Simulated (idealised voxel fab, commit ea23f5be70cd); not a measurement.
Module name: voxel self aligned vias (process module)
Square cell edge 5 nm, section width 220 nm, ID cut.
Throughout this document, each cross-section is represented as a grid of square cells and is presented as a sequence of bands enumerated from the top downward, where a band comprises one or more rows of cells.
Band entry format. Leading values: height of top, height of bottom, nm. Remainder: materials in left-to-right order, each with its width in nm. Special words: "edge to edge" on a single material, which then fills the band edge to edge; "air", empty space.
A quick word on heights: they are counted from 0, and under that level the wafer as it came to us is one material throughout. The lowest band is different from the rest in having no bottom; it simply continues downward, written as in "from 0 down".
A two-number width, for instance "30->40", indicates that the width is equal to the first number in the top row of the band and to the second number in the bottom row, and that it changes by a constant amount per row of cells.
Basically "no modifications" means that step didn't change any cell in the cross-section.
Empty spaces without an open route to the top, at least 8 cells in extent, make up the entry "Sealed void list"; each is given as width x height at distance, where the distance is measured from the left edge, and all are in nm.
What comes after the settings on a step's line is commentary from the simulator itself on that step.
When a step includes a mask, the "overlay nm" setting on its line states how far to the right of its planned place that mask lay, and negative values state how far to the left.

### Process steps (planned)
- 1: RECEIVE,material Si
- 2: CONFORMAL_DEP,material SiO2,thk nm 10
- 3: CONFORMAL_DEP,material SiCN,thk nm 5
- 4: DIRECTIONAL_DEP,material lowk,thk nm 20
- 5: PATTERN,tone open,mask id LINES,material resist,width nm 25,pitch nm 70,thk nm 20,overlay nm 0
- 6: DIRECTIONAL_ETCH,etch materials lowk,depth nm 20
- 7: STRIP,etch materials resist
- 8: CONFORMAL_DEP,material TiN,thk nm 5
- 9: FILL_DEP,material Ru,thk nm 5
- 10: CMP,height nm 35
- 11: SELECTIVE_ETCH,etch materials W Ru TiN,depth nm 10
- 12: FILL_DEP,material SiN,thk nm 5
- 13: CMP,height nm 35
- 14: DIRECTIONAL_DEP,material lowk,thk nm 20
- 15: DIRECTIONAL_DEP,material aC,thk nm 10
- 16: PATTERN,tone open,mask id VIAS,material resist,width nm 45,pitch nm 70,thk nm 25,overlay nm 0
- 17: DIRECTIONAL_ETCH,etch materials aC,depth nm 10
- 18: STRIP,etch materials resist
- 19: DIRECTIONAL_ETCH,etch materials lowk,depth nm 20
- 20: DIRECTIONAL_ETCH,etch materials SiN,depth nm 10
- 21: STRIP,etch materials aC
- 22: CONFORMAL_DEP,material TiN,thk nm 5
- 23: FILL_DEP,material Ru,thk nm 10
- 24: CMP,height nm 55
- 25: CONFORMAL_DEP,material SiCN,thk nm 5

### What follows covers the first of two wafers; it ran as planned

### as received, after step 1
from 0 down  Si edge to edge
Sealed void list: none

### Wafer xsec, post step 2
from 10 to 0  SiO2 edge to edge
Beneath the level 0, the cross-section is identical to its previous state.

### Wafer xsec, post step 3
from 15 to 10  SiCN edge to edge
Beneath the level 10, the cross-section is identical to its previous state.

### Wafer xsec, post step 4
from 35 to 15  lowk edge to edge
Beneath the level 15, the cross-section is identical to its previous state.

### Wafer xsec, post step 5
from 55 to 35  resist 60 nm, air 25 nm, resist 45 nm, air 25 nm, resist 65 nm
Beneath the level 35, the cross-section is identical to its previous state.

### Wafer xsec, post step 6
from 55 to 35  resist 60 nm, air 25 nm, resist 45 nm, air 25 nm, resist 65 nm
from 35 to 15  lowk 60 nm, air 25 nm, lowk 45 nm, air 25 nm, lowk 65 nm
Beneath the level 15, the cross-section is identical to its previous state.

### Wafer xsec, post step 7
from 35 to 15  lowk 60 nm, air 25 nm, lowk 45 nm, air 25 nm, lowk 65 nm
Beneath the level 15, the cross-section is identical to its previous state.

### Wafer xsec, post step 8
from 40 to 35  TiN 65 nm, air 15 nm, TiN 55 nm, air 15 nm, TiN 70 nm
from 35 to 20  lowk 60 nm, TiN 5 nm, air 15 nm, TiN 5 nm, lowk 45 nm, TiN 5 nm, air 15 nm, TiN 5 nm, lowk 65 nm
from 20 to 15  lowk 60 nm, TiN 25 nm, lowk 45 nm, TiN 25 nm, lowk 65 nm
Beneath the level 15, the cross-section is identical to its previous state.

### Wafer xsec, post step 9
from 45 to 40  Ru edge to edge
from 40 to 35  TiN 65 nm, Ru 15 nm, TiN 55 nm, Ru 15 nm, TiN 70 nm
from 35 to 20  lowk 60 nm, TiN 5 nm, Ru 15 nm, TiN 5 nm, lowk 45 nm, TiN 5 nm, Ru 15 nm, TiN 5 nm, lowk 65 nm
Beneath the level 20, the cross-section is identical to its previous state.

### Wafer xsec, post step 10
from 35 to 20  lowk 60 nm, TiN 5 nm, Ru 15 nm, TiN 5 nm, lowk 45 nm, TiN 5 nm, Ru 15 nm, TiN 5 nm, lowk 65 nm
Beneath the level 20, the cross-section is identical to its previous state.

### Wafer xsec, post step 11
from 35 to 25  lowk 60 nm, air 25 nm, lowk 45 nm, air 25 nm, lowk 65 nm
Beneath the level 25, the cross-section is identical to its previous state.

### Wafer xsec, post step 12
from 40 to 35  SiN edge to edge
from 35 to 25  lowk 60 nm, SiN 25 nm, lowk 45 nm, SiN 25 nm, lowk 65 nm
Beneath the level 25, the cross-section is identical to its previous state.

### Wafer xsec, post step 13
from 35 to 25  lowk 60 nm, SiN 25 nm, lowk 45 nm, SiN 25 nm, lowk 65 nm
Beneath the level 25, the cross-section is identical to its previous state.

### Wafer xsec, post step 14
from 55 to 35  lowk edge to edge
Beneath the level 35, the cross-section is identical to its previous state.

### Wafer xsec, post step 15
from 65 to 55  aC edge to edge
Beneath the level 55, the cross-section is identical to its previous state.

### Wafer xsec, post step 16
from 90 to 65  resist 50 nm, air 45 nm, resist 25 nm, air 45 nm, resist 55 nm
Beneath the level 65, the cross-section is identical to its previous state.

### Wafer xsec, post step 17
from 80 to 65  resist 50 nm, air 45 nm, resist 25 nm, air 45 nm, resist 55 nm
from 65 to 55  aC 50 nm, air 45 nm, aC 25 nm, air 45 nm, aC 55 nm
Beneath the level 55, the cross-section is identical to its previous state.

### Wafer xsec, post step 18
from 65 to 55  aC 50 nm, air 45 nm, aC 25 nm, air 45 nm, aC 55 nm
Beneath the level 55, the cross-section is identical to its previous state.

### Wafer xsec, post step 19
from 65 to 55  aC 50 nm, air 45 nm, aC 25 nm, air 45 nm, aC 55 nm
from 55 to 35  lowk 50 nm, air 45 nm, lowk 25 nm, air 45 nm, lowk 55 nm
Beneath the level 35, the cross-section is identical to its previous state.

### Wafer xsec, post step 20
from 65 to 55  aC 50 nm, air 45 nm, aC 25 nm, air 45 nm, aC 55 nm
from 55 to 35  lowk 50 nm, air 45 nm, lowk 25 nm, air 45 nm, lowk 55 nm
from 35 to 25  lowk 60 nm, air 25 nm, lowk 45 nm, air 25 nm, lowk 65 nm
Beneath the level 25, the cross-section is identical to its previous state.

### Wafer xsec, post step 21
from 55 to 35  lowk 50 nm, air 45 nm, lowk 25 nm, air 45 nm, lowk 55 nm
Beneath the level 35, the cross-section is identical to its previous state.

### Wafer xsec, post step 22
from 60 to 55  TiN 55 nm, air 35 nm, TiN 35 nm, air 35 nm, TiN 60 nm
from 55 to 40  lowk 50 nm, TiN 5 nm, air 35 nm, TiN 5 nm, lowk 25 nm, TiN 5 nm, air 35 nm, TiN 5 nm, lowk 55 nm
from 40 to 30  lowk 50->60 nm, TiN 15->5 nm, air 15 nm, TiN 15->5 nm, lowk 25->45 nm, TiN 15->5 nm, air 15 nm, TiN 15->5 nm, lowk 55->65 nm
from 30 to 25  lowk 60 nm, TiN 25 nm, lowk 45 nm, TiN 25 nm, lowk 65 nm
Beneath the level 25, the cross-section is identical to its previous state.

### Wafer xsec, post step 23
from 70 to 60  Ru edge to edge
from 60 to 55  TiN 55 nm, Ru 35 nm, TiN 35 nm, Ru 35 nm, TiN 60 nm
from 55 to 40  lowk 50 nm, TiN 5 nm, Ru 35 nm, TiN 5 nm, lowk 25 nm, TiN 5 nm, Ru 35 nm, TiN 5 nm, lowk 55 nm
from 40 to 30  lowk 50->60 nm, TiN 15->5 nm, Ru 15 nm, TiN 15->5 nm, lowk 25->45 nm, TiN 15->5 nm, Ru 15 nm, TiN 15->5 nm, lowk 55->65 nm
Beneath the level 30, the cross-section is identical to its previous state.

### Wafer xsec, post step 24
from 55 to 40  lowk 50 nm, TiN 5 nm, Ru 35 nm, TiN 5 nm, lowk 25 nm, TiN 5 nm, Ru 35 nm, TiN 5 nm, lowk 55 nm
Beneath the level 40, the cross-section is identical to its previous state.

### Wafer xsec, post step 25
from 60 to 55  SiCN edge to edge
Beneath the level 55, the cross-section is identical to its previous state.

### The second wafer: identical to the first at the outset and in its planned sequence, differing only in that one mistake was made during processing; up to and including step 23, its path is the first wafer's path

### The second wafer cut through, at the time step 24 was supposed to be finished
from 45 to 35  lowk 50 nm, TiN 5->15 nm, Ru 35->15 nm, TiN 5->15 nm, lowk 25 nm, TiN 5->15 nm, Ru 35->15 nm, TiN 5->15 nm, lowk 55 nm
Beneath the level 35, the cross-section is identical to its previous state.

### The second wafer cut through, at the time step 25 was supposed to be finished
from 50 to 45  SiCN edge to edge
Beneath the level 45, the cross-section is identical to its previous state.
Nonconformance to the process plan: so step 24 ended up running with a different setting than we planned, it ran as CMP,height nm 45
Wafer comparison, final, in cells, second relative to first, materials more or fewer: 28 fewer of Ru; 8 fewer of TiN; 52 fewer of lowk
